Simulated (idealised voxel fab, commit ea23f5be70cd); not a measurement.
voxel capacitor over wiring: a process module
This is section cut - it's 185 nm across, gridded in 5 nm square cells.
This document writes a cross-section as a grid whose cells are square, and gives it as bands, listed from the top down; one or more rows of cells form a band. It is stipulated that each band's entry specify, in nanometres, the height of the top of the band and then that of its bottom, followed by the materials of the band in left-to-right sequence, each together with its width in nanometres. A single material marked by the word "full width" is understood to fill the band from edge to edge; the word "air" is understood to denote empty space. All heights in this document are referenced to 0, defined as the level beneath which the wafer, as received, consists entirely of one material. The lowest band is not bounded below; it extends indefinitely downward and is written in the form "0..down". The expression "30 to 40" gives the width at the extremes of the band, the first number at its top row of cells and the second at its bottom row, with the width changing by equal amounts from each row to the next in between. Step marked "nothing altered"? Then no cell in the cross-section changed in it. "Sealed voids" - sealed voids, min. 8 cells, no opening to top; format: width x height at distance (distance from left edge; nm throughout). On a step's line, text after the settings is the simulator commenting on that step. Among the settings permitted on a step's line is "overlay nm"; applied to a step with a mask, it specifies the extent to which the mask lay to the right of its planned position, whereas a negative figure signifies a position to the left.
The steps planned for the process are as follows
1 RECEIVE with material Si
2 CONFORMAL_DEP with material SiO2, thk nm 10
3 DIRECTIONAL_DEP with material TiN, thk nm 5
4 DIRECTIONAL_DEP with material Ru, thk nm 15
5 PATTERN with tone cover, mask id METAL_1, material resist, width nm 20, pitch nm 80, thk nm 15, overlay nm 0
6 DIRECTIONAL_ETCH with etch materials Ru, depth nm 15
7 DIRECTIONAL_ETCH with etch materials TiN, depth nm 5
8 STRIP with etch materials resist
9 FILL_DEP with material lowk, thk nm 10
10 CMP with height nm 30
11 CONFORMAL_DEP with material SiCN, thk nm 5
12 DIRECTIONAL_DEP with material SiO2, thk nm 10
13 DIRECTIONAL_DEP with material aC, thk nm 10
14 PATTERN with tone open, mask id PLUG_1, material resist, width nm 15, thk nm 30, overlay nm 0
15 DIRECTIONAL_ETCH with etch materials aC, depth nm 10
16 STRIP with etch materials resist
17 DIRECTIONAL_ETCH with etch materials SiO2, depth nm 10
18 DIRECTIONAL_ETCH with etch materials SiCN, depth nm 5
19 STRIP with etch materials aC
20 EPI with material Ru, thk nm 10
21 EPI with material Ru, thk nm 5
22 DIRECTIONAL_DEP with material TiN, thk nm 5
23 DIRECTIONAL_DEP with material SiN, thk nm 5
24 DIRECTIONAL_DEP with material TiN, thk nm 10
25 DIRECTIONAL_DEP with material aC, thk nm 15
26 PATTERN with tone cover, mask id UPPER_PLATE, material resist, width nm 65, thk nm 30, overlay nm 0
27 DIRECTIONAL_ETCH with etch materials aC, depth nm 15
28 STRIP with etch materials resist
29 DIRECTIONAL_ETCH with etch materials TiN, depth nm 10
30 DIRECTIONAL_ETCH with etch materials SiN, depth nm 5
31 STRIP with etch materials aC
32 PATTERN with tone cover, mask id LOWER_PLATE, material resist, width nm 75, thk nm 15, overlay nm 0
33 DIRECTIONAL_ETCH with etch materials TiN, depth nm 5
34 STRIP with etch materials resist
35 FILL_DEP with material SiO2, thk nm 20
36 CMP with height nm 80
37 PATTERN with tone open, mask id PLUG_2, material resist, width nm 15, thk nm 15, overlay nm 0
38 DIRECTIONAL_ETCH with etch materials SiO2, depth nm 15
39 STRIP with etch materials resist
40 CONFORMAL_DEP with material TiN, thk nm 5
41 FILL_DEP with material W, thk nm 5
42 CMP with height nm 80
43 CONFORMAL_DEP with material SiN, thk nm 5
Run as planned: first of two wafers
Here's what the wafer looked like in cross-section when it arrived - that's after step 1
0..down | Si full width
Sealed voids: none
The following cross-section depicts the wafer upon completion of step 2
10..0 | SiO2 full width
Below 0 it's all the same as before, nothing changed down there.
The following cross-section depicts the wafer upon completion of step 3
15..10 | TiN full width
Below 10 it's all the same as before, nothing changed down there.
The following cross-section depicts the wafer upon completion of step 4
30..15 | Ru full width
Below 15 it's all the same as before, nothing changed down there.
The following cross-section depicts the wafer upon completion of step 5
45..30 | air 40 nm; resist 20 nm; air 60 nm; resist 20 nm; air 45 nm
Below 30 it's all the same as before, nothing changed down there.
The following cross-section depicts the wafer upon completion of step 6
45..30 | air 40 nm; resist 20 nm; air 60 nm; resist 20 nm; air 45 nm
30..15 | air 40 nm; Ru 20 nm; air 60 nm; Ru 20 nm; air 45 nm
Below 15 it's all the same as before, nothing changed down there.
The following cross-section depicts the wafer upon completion of step 7
45..30 | air 40 nm; resist 20 nm; air 60 nm; resist 20 nm; air 45 nm
30..15 | air 40 nm; Ru 20 nm; air 60 nm; Ru 20 nm; air 45 nm
15..10 | air 40 nm; TiN 20 nm; air 60 nm; TiN 20 nm; air 45 nm
Below 10 it's all the same as before, nothing changed down there.
The following cross-section depicts the wafer upon completion of step 8
30..15 | air 40 nm; Ru 20 nm; air 60 nm; Ru 20 nm; air 45 nm
Below 15 it's all the same as before, nothing changed down there.
The following cross-section depicts the wafer upon completion of step 9
40..30 | lowk full width
30..15 | lowk 40 nm; Ru 20 nm; lowk 60 nm; Ru 20 nm; lowk 45 nm
15..10 | lowk 40 nm; TiN 20 nm; lowk 60 nm; TiN 20 nm; lowk 45 nm
Below 10 it's all the same as before, nothing changed down there.
The following cross-section depicts the wafer upon completion of step 10
30..15 | lowk 40 nm; Ru 20 nm; lowk 60 nm; Ru 20 nm; lowk 45 nm
Below 15 it's all the same as before, nothing changed down there.
The following cross-section depicts the wafer upon completion of step 11
35..30 | SiCN full width
Below 30 it's all the same as before, nothing changed down there.
The following cross-section depicts the wafer upon completion of step 12
45..35 | SiO2 full width
Below 35 it's all the same as before, nothing changed down there.
The following cross-section depicts the wafer upon completion of step 13
55..45 | aC full width
Below 45 it's all the same as before, nothing changed down there.
The following cross-section depicts the wafer upon completion of step 14
85..55 | resist 45 nm; air 15 nm; resist 125 nm
Below 55 it's all the same as before, nothing changed down there.
The following cross-section depicts the wafer upon completion of step 15
75..55 | resist 45 nm; air 15 nm; resist 125 nm
55..45 | aC 45 nm; air 15 nm; aC 125 nm
Below 45 it's all the same as before, nothing changed down there.
The following cross-section depicts the wafer upon completion of step 16
55..45 | aC 45 nm; air 15 nm; aC 125 nm
Below 45 it's all the same as before, nothing changed down there.
The following cross-section depicts the wafer upon completion of step 17
55..45 | aC 45 nm; air 15 nm; aC 125 nm
45..35 | SiO2 45 nm; air 15 nm; SiO2 125 nm
Below 35 it's all the same as before, nothing changed down there.
The following cross-section depicts the wafer upon completion of step 18
55..45 | aC 45 nm; air 15 nm; aC 125 nm
45..35 | SiO2 45 nm; air 15 nm; SiO2 125 nm
35..30 | SiCN 45 nm; air 15 nm; SiCN 125 nm
Below 30 it's all the same as before, nothing changed down there.
The following cross-section depicts the wafer upon completion of step 19
45..35 | SiO2 45 nm; air 15 nm; SiO2 125 nm
Below 35 it's all the same as before, nothing changed down there.
The following cross-section depicts the wafer upon completion of step 20
45..40 | SiO2 45 nm; air 15 nm; SiO2 125 nm
40..35 | SiO2 45 nm; Ru 15 nm; SiO2 125 nm
35..30 | SiCN 45 nm; Ru 15 nm; SiCN 125 nm
Below 30 it's all the same as before, nothing changed down there.
The following cross-section depicts the wafer upon completion of step 21
45..35 | SiO2 45 nm; Ru 15 nm; SiO2 125 nm
Below 35 it's all the same as before, nothing changed down there.
The following cross-section depicts the wafer upon completion of step 22
50..45 | TiN full width
Below 45 it's all the same as before, nothing changed down there.
The following cross-section depicts the wafer upon completion of step 23
55..50 | SiN full width
Below 50 it's all the same as before, nothing changed down there.
The following cross-section depicts the wafer upon completion of step 24
65..55 | TiN full width
Below 55 it's all the same as before, nothing changed down there.
The following cross-section depicts the wafer upon completion of step 25
80..65 | aC full width
Below 65 it's all the same as before, nothing changed down there.
The following cross-section depicts the wafer upon completion of step 26
110..80 | air 45 nm; resist 65 nm; air 75 nm
Below 80 it's all the same as before, nothing changed down there.
The following cross-section depicts the wafer upon completion of step 27
95..80 | air 45 nm; resist 65 nm; air 75 nm
80..65 | air 45 nm; aC 65 nm; air 75 nm
Below 65 it's all the same as before, nothing changed down there.
The following cross-section depicts the wafer upon completion of step 28
80..65 | air 45 nm; aC 65 nm; air 75 nm
Below 65 it's all the same as before, nothing changed down there.
The following cross-section depicts the wafer upon completion of step 29
80..65 | air 45 nm; aC 65 nm; air 75 nm
65..55 | air 45 nm; TiN 65 nm; air 75 nm
Below 55 it's all the same as before, nothing changed down there.
The following cross-section depicts the wafer upon completion of step 30
80..65 | air 45 nm; aC 65 nm; air 75 nm
65..55 | air 45 nm; TiN 65 nm; air 75 nm
55..50 | air 45 nm; SiN 65 nm; air 75 nm
Below 50 it's all the same as before, nothing changed down there.
The following cross-section depicts the wafer upon completion of step 31
65..55 | air 45 nm; TiN 65 nm; air 75 nm
Below 55 it's all the same as before, nothing changed down there.
The following cross-section depicts the wafer upon completion of step 32
80..65 | air 40 nm; resist 75 nm; air 70 nm
65..55 | air 40 nm; resist 5 nm; TiN 65 nm; resist 5 nm; air 70 nm
55..50 | air 40 nm; resist 5 nm; SiN 65 nm; resist 5 nm; air 70 nm
Below 50 it's all the same as before, nothing changed down there.
The following cross-section depicts the wafer upon completion of step 33
80..65 | air 40 nm; resist 75 nm; air 70 nm
65..55 | air 40 nm; resist 5 nm; TiN 65 nm; resist 5 nm; air 70 nm
55..50 | air 40 nm; resist 5 nm; SiN 65 nm; resist 5 nm; air 70 nm
50..45 | air 40 nm; TiN 75 nm; air 70 nm
Below 45 it's all the same as before, nothing changed down there.
The following cross-section depicts the wafer upon completion of step 34
65..55 | air 45 nm; TiN 65 nm; air 75 nm
55..50 | air 45 nm; SiN 65 nm; air 75 nm
Below 50 it's all the same as before, nothing changed down there.
The following cross-section depicts the wafer upon completion of step 35
85..65 | SiO2 full width
65..55 | SiO2 45 nm; TiN 65 nm; SiO2 75 nm
55..50 | SiO2 45 nm; SiN 65 nm; SiO2 75 nm
50..45 | SiO2 40 nm; TiN 75 nm; SiO2 70 nm
Below 45 it's all the same as before, nothing changed down there.
The following cross-section depicts the wafer upon completion of step 36
80..65 | SiO2 full width
Below 65 it's all the same as before, nothing changed down there.
The following cross-section depicts the wafer upon completion of step 37
95..80 | resist 55 nm; air 15 nm; resist 115 nm
Below 80 it's all the same as before, nothing changed down there.
The following cross-section depicts the wafer upon completion of step 38
95..80 | resist 55 nm; air 15 nm; resist 115 nm
80..65 | SiO2 55 nm; air 15 nm; SiO2 115 nm
Below 65 it's all the same as before, nothing changed down there.
The following cross-section depicts the wafer upon completion of step 39
80..65 | SiO2 55 nm; air 15 nm; SiO2 115 nm
Below 65 it's all the same as before, nothing changed down there.
The following cross-section depicts the wafer upon completion of step 40
85..80 | TiN 60 nm; air 5 nm; TiN 120 nm
80..70 | SiO2 55 nm; TiN 5 nm; air 5 nm; TiN 5 nm; SiO2 115 nm
70..65 | SiO2 55 nm; TiN 15 nm; SiO2 115 nm
Below 65 it's all the same as before, nothing changed down there.
The following cross-section depicts the wafer upon completion of step 41
90..85 | W full width
85..80 | TiN 60 nm; W 5 nm; TiN 120 nm
80..70 | SiO2 55 nm; TiN 5 nm; W 5 nm; TiN 5 nm; SiO2 115 nm
Below 70 it's all the same as before, nothing changed down there.
The following cross-section depicts the wafer upon completion of step 42
80..70 | SiO2 55 nm; TiN 5 nm; W 5 nm; TiN 5 nm; SiO2 115 nm
Below 70 it's all the same as before, nothing changed down there.
The following cross-section depicts the wafer upon completion of step 43
85..80 | SiN full width
Below 80 it's all the same as before, nothing changed down there.
Wafer two. Identical start, identical plan. One mistake in execution. Identical history through step 19
Second wafer, cut view, end of step 20 per plan
50..45 | air 40 nm; Ru 25 nm; air 120 nm
45..35 | SiO2 45 nm; Ru 15 nm; SiO2 125 nm
35..30 | SiCN 45 nm; Ru 15 nm; SiCN 125 nm
Below 30 it's all the same as before, nothing changed down there.
Second wafer, cut view, end of step 21 per plan
55..45 | air 35 nm; Ru 35 nm; air 115 nm
Below 45 it's all the same as before, nothing changed down there.
Second wafer, cut view, end of step 22 per plan
60..55 | air 35 nm; TiN 35 nm; air 115 nm
55..50 | air 35 nm; Ru 35 nm; air 115 nm
50..45 | TiN 35 nm; Ru 35 nm; TiN 115 nm
Below 45 it's all the same as before, nothing changed down there.
Second wafer, cut view, end of step 23 per plan
65..60 | air 35 nm; SiN 35 nm; air 115 nm
60..55 | air 35 nm; TiN 35 nm; air 115 nm
55..50 | SiN 35 nm; Ru 35 nm; SiN 115 nm
Below 50 it's all the same as before, nothing changed down there.
Second wafer, cut view, end of step 24 per plan
75..65 | air 35 nm; TiN 35 nm; air 115 nm
65..60 | TiN 35 nm; SiN 35 nm; TiN 115 nm
60..55 | TiN full width
Below 55 it's all the same as before, nothing changed down there.
Second wafer, cut view, end of step 25 per plan
90..80 | air 35 nm; aC 35 nm; air 115 nm
80..75 | aC full width
75..65 | aC 35 nm; TiN 35 nm; aC 115 nm
Below 65 it's all the same as before, nothing changed down there.
Second wafer, cut view, end of step 26 per plan
120..90 | air 45 nm; resist 65 nm; air 75 nm
90..80 | air 35 nm; aC 35 nm; resist 40 nm; air 75 nm
Below 80 it's all the same as before, nothing changed down there.
Second wafer, cut view, end of step 27 per plan
105..90 | air 45 nm; resist 65 nm; air 75 nm
90..80 | air 45 nm; aC 25 nm; resist 40 nm; air 75 nm
80..75 | air 45 nm; aC 65 nm; air 75 nm
75..65 | air 35 nm; TiN 35 nm; aC 40 nm; air 75 nm
Below 65 it's all the same as before, nothing changed down there.
Second wafer, cut view, end of step 28 per plan
90..80 | air 45 nm; aC 25 nm; air 115 nm
Below 80 it's all the same as before, nothing changed down there.
Second wafer, cut view, end of step 29 per plan
90..80 | air 45 nm; aC 25 nm; air 115 nm
80..75 | air 45 nm; aC 65 nm; air 75 nm
75..65 | air 45 nm; TiN 25 nm; aC 40 nm; air 75 nm
65..60 | air 35 nm; SiN 35 nm; TiN 40 nm; air 75 nm
60..55 | air 35 nm; TiN 75 nm; air 75 nm
Below 55 it's all the same as before, nothing changed down there.
Second wafer, cut view, end of step 30 per plan
90..80 | air 45 nm; aC 25 nm; air 115 nm
80..75 | air 45 nm; aC 65 nm; air 75 nm
75..65 | air 45 nm; TiN 25 nm; aC 40 nm; air 75 nm
65..60 | air 45 nm; SiN 25 nm; TiN 40 nm; air 75 nm
60..55 | air 35 nm; TiN 75 nm; air 75 nm
55..50 | air 35 nm; Ru 35 nm; SiN 40 nm; air 75 nm
Below 50 it's all the same as before, nothing changed down there.
Second wafer, cut view, end of step 31 per plan
75..65 | air 45 nm; TiN 25 nm; air 115 nm
Below 65 it's all the same as before, nothing changed down there.
Second wafer, cut view, end of step 32 per plan
90..75 | air 40 nm; resist 75 nm; air 70 nm
75..65 | air 40 nm; resist 5 nm; TiN 25 nm; resist 45 nm; air 70 nm
65..60 | air 40 nm; resist 5 nm; SiN 25 nm; TiN 40 nm; resist 5 nm; air 70 nm
60..55 | air 35 nm; TiN 75 nm; resist 5 nm; air 70 nm
55..50 | air 35 nm; Ru 35 nm; SiN 40 nm; resist 5 nm; air 70 nm
Below 50 it's all the same as before, nothing changed down there.
Second wafer, cut view, end of step 33 per plan
90..75 | air 40 nm; resist 75 nm; air 70 nm
75..65 | air 40 nm; resist 5 nm; TiN 25 nm; resist 45 nm; air 70 nm
65..60 | air 40 nm; resist 5 nm; SiN 25 nm; TiN 40 nm; resist 5 nm; air 70 nm
60..55 | air 40 nm; TiN 70 nm; resist 5 nm; air 70 nm
55..50 | air 35 nm; Ru 35 nm; SiN 40 nm; resist 5 nm; air 70 nm
50..45 | air 35 nm; Ru 35 nm; TiN 45 nm; air 70 nm
Below 45 it's all the same as before, nothing changed down there.
Second wafer, cut view, end of step 34 per plan
75..65 | air 45 nm; TiN 25 nm; air 115 nm
65..60 | air 45 nm; SiN 25 nm; TiN 40 nm; air 75 nm
60..55 | air 40 nm; TiN 70 nm; air 75 nm
55..50 | air 35 nm; Ru 35 nm; SiN 40 nm; air 75 nm
Below 50 it's all the same as before, nothing changed down there.
Second wafer, cut view, end of step 35 per plan
95..75 | SiO2 full width
75..65 | SiO2 45 nm; TiN 25 nm; SiO2 115 nm
65..60 | SiO2 45 nm; SiN 25 nm; TiN 40 nm; SiO2 75 nm
60..55 | SiO2 40 nm; TiN 70 nm; SiO2 75 nm
55..50 | SiO2 35 nm; Ru 35 nm; SiN 40 nm; SiO2 75 nm
50..45 | SiO2 35 nm; Ru 35 nm; TiN 45 nm; SiO2 70 nm
Below 45 it's all the same as before, nothing changed down there.
Second wafer, cut view, end of step 36 per plan
80..75 | SiO2 full width
Below 75 it's all the same as before, nothing changed down there.
Second wafer, cut view, end of step 37 per plan
95..80 | resist 55 nm; air 15 nm; resist 115 nm
Below 80 it's all the same as before, nothing changed down there.
Second wafer, cut view, end of step 38 per plan
95..80 | resist 55 nm; air 15 nm; resist 115 nm
80..75 | SiO2 55 nm; air 15 nm; SiO2 115 nm
Below 75 it's all the same as before, nothing changed down there.
Second wafer, cut view, end of step 39 per plan
80..75 | SiO2 55 nm; air 15 nm; SiO2 115 nm
Below 75 it's all the same as before, nothing changed down there.
Second wafer, cut view, end of step 40 per plan
85..80 | TiN 60 nm; air 5 nm; TiN 120 nm
80..75 | SiO2 55 nm; TiN 15 nm; SiO2 115 nm
Below 75 it's all the same as before, nothing changed down there.
Second wafer, cut view, end of step 41 per plan
90..85 | W full width
85..80 | TiN 60 nm; W 5 nm; TiN 120 nm
Below 80 it's all the same as before, nothing changed down there.
Second wafer, cut view, end of step 42 per plan
80..75 | SiO2 55 nm; TiN 15 nm; SiO2 115 nm
Below 75 it's all the same as before, nothing changed down there.
Second wafer, cut view, end of step 43 per plan
85..80 | SiN full width
Below 80 it's all the same as before, nothing changed down there.
What went wrong in running the wafer? step 20 in the plan was executed twice
Wafer comparison, final, in cells, second relative to first, materials more or fewer: +14 Ru, -8 SiO2, -4 TiN, -2 W
